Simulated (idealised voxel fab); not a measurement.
Module name: voxel trench capacitor (process module)
FYI the section here is cut, 260 nm wide, cells are 5 nm squares.
We lay out every cross-section as a grid of square cells and spell it out in bands from the top down, where one band means one or more rows of cells.
Band: top height; bottom height; in nm. Then, left to right: material with width in nm, for each material. "all across": a single material spanning edge to edge. "empty": empty space.
Heights are reckoned from 0. Under this level, the received wafer is all of one material. The bottommost band is open-ended downward, for example "z 0 and below".
So if you see something like "30->40" for the width, read it as the top row of the band sitting at the first number and the bottom row at the second, with every row in between moving by the same amount as the last.
Key: "remained the same" - step with no changed cell in the cross-section.
Under "Closed cavities" you'll find the enclosed gaps, the ones with no way out to the top, that are 8 cells or bigger; each reads width x height at distance, with distance counted from the left edge, everything in nm.
The remark found on a step's line after its settings is issued by the simulator itself and pertains to that step.
The line of a step may include "overlay nm". On a step with a mask, this value is how far to the right of its planned place the mask lay. A negative value means the mask lay to the left.

## The steps planned for the process are as follows
step 1: RECEIVE with material Si
step 2: CONFORMAL_DEP with material SiN, thk nm 10
step 3: PATTERN with tone open, mask id TRENCH, material resist, width nm 25, pitch nm 45, thk nm 15, overlay nm 0
step 4: DIRECTIONAL_ETCH with etch materials SiN, depth nm 10
step 5: DIRECTIONAL_ETCH with etch materials Si, depth nm 40
step 6: STRIP with etch materials resist
step 7: CONFORMAL_DEP with material Al2O3, thk nm 5
step 8: CONFORMAL_DEP with material TiN, thk nm 5
step 9: FILL_DEP with material W, thk nm 5
step 10: CMP with height nm 10

## First wafer, two in total, run as planned

## Cross-section of the wafer as it came to us, i.e., already through step 1
* z 0 and below: Si all across
* Closed cavities: none

## After step 2: wafer cross-section
* z 10 to 0: SiN all across
* No changes below 0.

## After step 3: wafer cross-section
* z 25 to 10: 50 nm resist / 25 nm empty / 20 nm resist / 25 nm empty / 20 nm resist / 25 nm empty / 20 nm resist / 25 nm empty / 50 nm resist
* No changes below 10.

## After step 4: wafer cross-section
* z 25 to 10: 50 nm resist / 25 nm empty / 20 nm resist / 25 nm empty / 20 nm resist / 25 nm empty / 20 nm resist / 25 nm empty / 50 nm resist
* z 10 to 0: 50 nm SiN / 25 nm empty / 20 nm SiN / 25 nm empty / 20 nm SiN / 25 nm empty / 20 nm SiN / 25 nm empty / 50 nm SiN
* No changes below 0.

## After step 5: wafer cross-section
* z 25 to 10: 50 nm resist / 25 nm empty / 20 nm resist / 25 nm empty / 20 nm resist / 25 nm empty / 20 nm resist / 25 nm empty / 50 nm resist
* z 10 to 0: 50 nm SiN / 25 nm empty / 20 nm SiN / 25 nm empty / 20 nm SiN / 25 nm empty / 20 nm SiN / 25 nm empty / 50 nm SiN
* z 0 to -40: 50 nm Si / 25 nm empty / 20 nm Si / 25 nm empty / 20 nm Si / 25 nm empty / 20 nm Si / 25 nm empty / 50 nm Si
* No changes below -40.

## After step 6: wafer cross-section
* z 10 to 0: 50 nm SiN / 25 nm empty / 20 nm SiN / 25 nm empty / 20 nm SiN / 25 nm empty / 20 nm SiN / 25 nm empty / 50 nm SiN
* No changes below 0.

## After step 7: wafer cross-section
* z 15 to 10: 55 nm Al2O3 / 15 nm empty / 30 nm Al2O3 / 15 nm empty / 30 nm Al2O3 / 15 nm empty / 30 nm Al2O3 / 15 nm empty / 55 nm Al2O3
* z 10 to 0: 50 nm SiN / 5 nm Al2O3 / 15 nm empty / 5 nm Al2O3 / 20 nm SiN / 5 nm Al2O3 / 15 nm empty / 5 nm Al2O3 / 20 nm SiN / 5 nm Al2O3 / 15 nm empty / 5 nm Al2O3 / 20 nm SiN / 5 nm Al2O3 / 15 nm empty / 5 nm Al2O3 / 50 nm SiN
* z 0 to -35: 50 nm Si / 5 nm Al2O3 / 15 nm empty / 5 nm Al2O3 / 20 nm Si / 5 nm Al2O3 / 15 nm empty / 5 nm Al2O3 / 20 nm Si / 5 nm Al2O3 / 15 nm empty / 5 nm Al2O3 / 20 nm Si / 5 nm Al2O3 / 15 nm empty / 5 nm Al2O3 / 50 nm Si
* z -35 to -40: 50 nm Si / 25 nm Al2O3 / 20 nm Si / 25 nm Al2O3 / 20 nm Si / 25 nm Al2O3 / 20 nm Si / 25 nm Al2O3 / 50 nm Si
* No changes below -40.

## After step 8: wafer cross-section
* z 20 to 15: 60 nm TiN / 5 nm empty / 40 nm TiN / 5 nm empty / 40 nm TiN / 5 nm empty / 40 nm TiN / 5 nm empty / 60 nm TiN
* z 15 to 10: 55 nm Al2O3 / 5 nm TiN / 5 nm empty / 5 nm TiN / 30 nm Al2O3 / 5 nm TiN / 5 nm empty / 5 nm TiN / 30 nm Al2O3 / 5 nm TiN / 5 nm empty / 5 nm TiN / 30 nm Al2O3 / 5 nm TiN / 5 nm empty / 5 nm TiN / 55 nm Al2O3
* z 10 to 0: 50 nm SiN / 5 nm Al2O3 / 5 nm TiN / 5 nm empty / 5 nm TiN / 5 nm Al2O3 / 20 nm SiN / 5 nm Al2O3 / 5 nm TiN / 5 nm empty / 5 nm TiN / 5 nm Al2O3 / 20 nm SiN / 5 nm Al2O3 / 5 nm TiN / 5 nm empty / 5 nm TiN / 5 nm Al2O3 / 20 nm SiN / 5 nm Al2O3 / 5 nm TiN / 5 nm empty / 5 nm TiN / 5 nm Al2O3 / 50 nm SiN
* z 0 to -30: 50 nm Si / 5 nm Al2O3 / 5 nm TiN / 5 nm empty / 5 nm TiN / 5 nm Al2O3 / 20 nm Si / 5 nm Al2O3 / 5 nm TiN / 5 nm empty / 5 nm TiN / 5 nm Al2O3 / 20 nm Si / 5 nm Al2O3 / 5 nm TiN / 5 nm empty / 5 nm TiN / 5 nm Al2O3 / 20 nm Si / 5 nm Al2O3 / 5 nm TiN / 5 nm empty / 5 nm TiN / 5 nm Al2O3 / 50 nm Si
* z -30 to -35: 50 nm Si / 5 nm Al2O3 / 15 nm TiN / 5 nm Al2O3 / 20 nm Si / 5 nm Al2O3 / 15 nm TiN / 5 nm Al2O3 / 20 nm Si / 5 nm Al2O3 / 15 nm TiN / 5 nm Al2O3 / 20 nm Si / 5 nm Al2O3 / 15 nm TiN / 5 nm Al2O3 / 50 nm Si
* No changes below -35.

## After step 9: wafer cross-section
* z 25 to 20: W all across
* z 20 to 15: 60 nm TiN / 5 nm W / 40 nm TiN / 5 nm W / 40 nm TiN / 5 nm W / 40 nm TiN / 5 nm W / 60 nm TiN
* z 15 to 10: 55 nm Al2O3 / 5 nm TiN / 5 nm W / 5 nm TiN / 30 nm Al2O3 / 5 nm TiN / 5 nm W / 5 nm TiN / 30 nm Al2O3 / 5 nm TiN / 5 nm W / 5 nm TiN / 30 nm Al2O3 / 5 nm TiN / 5 nm W / 5 nm TiN / 55 nm Al2O3
* z 10 to 0: 50 nm SiN / 5 nm Al2O3 / 5 nm TiN / 5 nm W / 5 nm TiN / 5 nm Al2O3 / 20 nm SiN / 5 nm Al2O3 / 5 nm TiN / 5 nm W / 5 nm TiN / 5 nm Al2O3 / 20 nm SiN / 5 nm Al2O3 / 5 nm TiN / 5 nm W / 5 nm TiN / 5 nm Al2O3 / 20 nm SiN / 5 nm Al2O3 / 5 nm TiN / 5 nm W / 5 nm TiN / 5 nm Al2O3 / 50 nm SiN
* z 0 to -30: 50 nm Si / 5 nm Al2O3 / 5 nm TiN / 5 nm W / 5 nm TiN / 5 nm Al2O3 / 20 nm Si / 5 nm Al2O3 / 5 nm TiN / 5 nm W / 5 nm TiN / 5 nm Al2O3 / 20 nm Si / 5 nm Al2O3 / 5 nm TiN / 5 nm W / 5 nm TiN / 5 nm Al2O3 / 20 nm Si / 5 nm Al2O3 / 5 nm TiN / 5 nm W / 5 nm TiN / 5 nm Al2O3 / 50 nm Si
* No changes below -30.

## After step 10: wafer cross-section
* z 10 to 0: 50 nm SiN / 5 nm Al2O3 / 5 nm TiN / 5 nm W / 5 nm TiN / 5 nm Al2O3 / 20 nm SiN / 5 nm Al2O3 / 5 nm TiN / 5 nm W / 5 nm TiN / 5 nm Al2O3 / 20 nm SiN / 5 nm Al2O3 / 5 nm TiN / 5 nm W / 5 nm TiN / 5 nm Al2O3 / 20 nm SiN / 5 nm Al2O3 / 5 nm TiN / 5 nm W / 5 nm TiN / 5 nm Al2O3 / 50 nm SiN
* No changes below 0.

## Companion wafer, the second of two: same beginning, same intended sequence, one mistake in carrying it out; through step 6 inclusive it tracks the first exactly

## when step 7 should have ended
* z 15 to 10: 55 nm TiN / 15 nm empty / 30 nm TiN / 15 nm empty / 30 nm TiN / 15 nm empty / 30 nm TiN / 15 nm empty / 55 nm TiN
* z 10 to 0: 50 nm SiN / 5 nm TiN / 15 nm empty / 5 nm TiN / 20 nm SiN / 5 nm TiN / 15 nm empty / 5 nm TiN / 20 nm SiN / 5 nm TiN / 15 nm empty / 5 nm TiN / 20 nm SiN / 5 nm TiN / 15 nm empty / 5 nm TiN / 50 nm SiN
* z 0 to -35: 50 nm Si / 5 nm TiN / 15 nm empty / 5 nm TiN / 20 nm Si / 5 nm TiN / 15 nm empty / 5 nm TiN / 20 nm Si / 5 nm TiN / 15 nm empty / 5 nm TiN / 20 nm Si / 5 nm TiN / 15 nm empty / 5 nm TiN / 50 nm Si
* z -35 to -40: 50 nm Si / 25 nm TiN / 20 nm Si / 25 nm TiN / 20 nm Si / 25 nm TiN / 20 nm Si / 25 nm TiN / 50 nm Si
* No changes below -40.

## when step 8 should have ended
* z 20 to 10: 60 nm TiN / 5 nm empty / 40 nm TiN / 5 nm empty / 40 nm TiN / 5 nm empty / 40 nm TiN / 5 nm empty / 60 nm TiN
* z 10 to 0: 50 nm SiN / 10 nm TiN / 5 nm empty / 10 nm TiN / 20 nm SiN / 10 nm TiN / 5 nm empty / 10 nm TiN / 20 nm SiN / 10 nm TiN / 5 nm empty / 10 nm TiN / 20 nm SiN / 10 nm TiN / 5 nm empty / 10 nm TiN / 50 nm SiN
* z 0 to -30: 50 nm Si / 10 nm TiN / 5 nm empty / 10 nm TiN / 20 nm Si / 10 nm TiN / 5 nm empty / 10 nm TiN / 20 nm Si / 10 nm TiN / 5 nm empty / 10 nm TiN / 20 nm Si / 10 nm TiN / 5 nm empty / 10 nm TiN / 50 nm Si
* z -30 to -40: 50 nm Si / 25 nm TiN / 20 nm Si / 25 nm TiN / 20 nm Si / 25 nm TiN / 20 nm Si / 25 nm TiN / 50 nm Si
* No changes below -40.

## when step 9 should have ended
* z 25 to 20: W all across
* z 20 to 10: 60 nm TiN / 5 nm W / 40 nm TiN / 5 nm W / 40 nm TiN / 5 nm W / 40 nm TiN / 5 nm W / 60 nm TiN
* z 10 to 0: 50 nm SiN / 10 nm TiN / 5 nm W / 10 nm TiN / 20 nm SiN / 10 nm TiN / 5 nm W / 10 nm TiN / 20 nm SiN / 10 nm TiN / 5 nm W / 10 nm TiN / 20 nm SiN / 10 nm TiN / 5 nm W / 10 nm TiN / 50 nm SiN
* z 0 to -30: 50 nm Si / 10 nm TiN / 5 nm W / 10 nm TiN / 20 nm Si / 10 nm TiN / 5 nm W / 10 nm TiN / 20 nm Si / 10 nm TiN / 5 nm W / 10 nm TiN / 20 nm Si / 10 nm TiN / 5 nm W / 10 nm TiN / 50 nm Si
* No changes below -30.

## when step 10 should have ended
* z 10 to 0: 50 nm SiN / 10 nm TiN / 5 nm W / 10 nm TiN / 20 nm SiN / 10 nm TiN / 5 nm W / 10 nm TiN / 20 nm SiN / 10 nm TiN / 5 nm W / 10 nm TiN / 20 nm SiN / 10 nm TiN / 5 nm W / 10 nm TiN / 50 nm SiN
* No changes below 0.
Short version of what went wrong: step 7 was run on a setting that differed from the plan, and what really ran there is CONFORMAL_DEP with material TiN, thk nm 5
The second wafer ends with more or fewer cells of some materials than the first, per final count: -92 Al2O3; +92 TiN
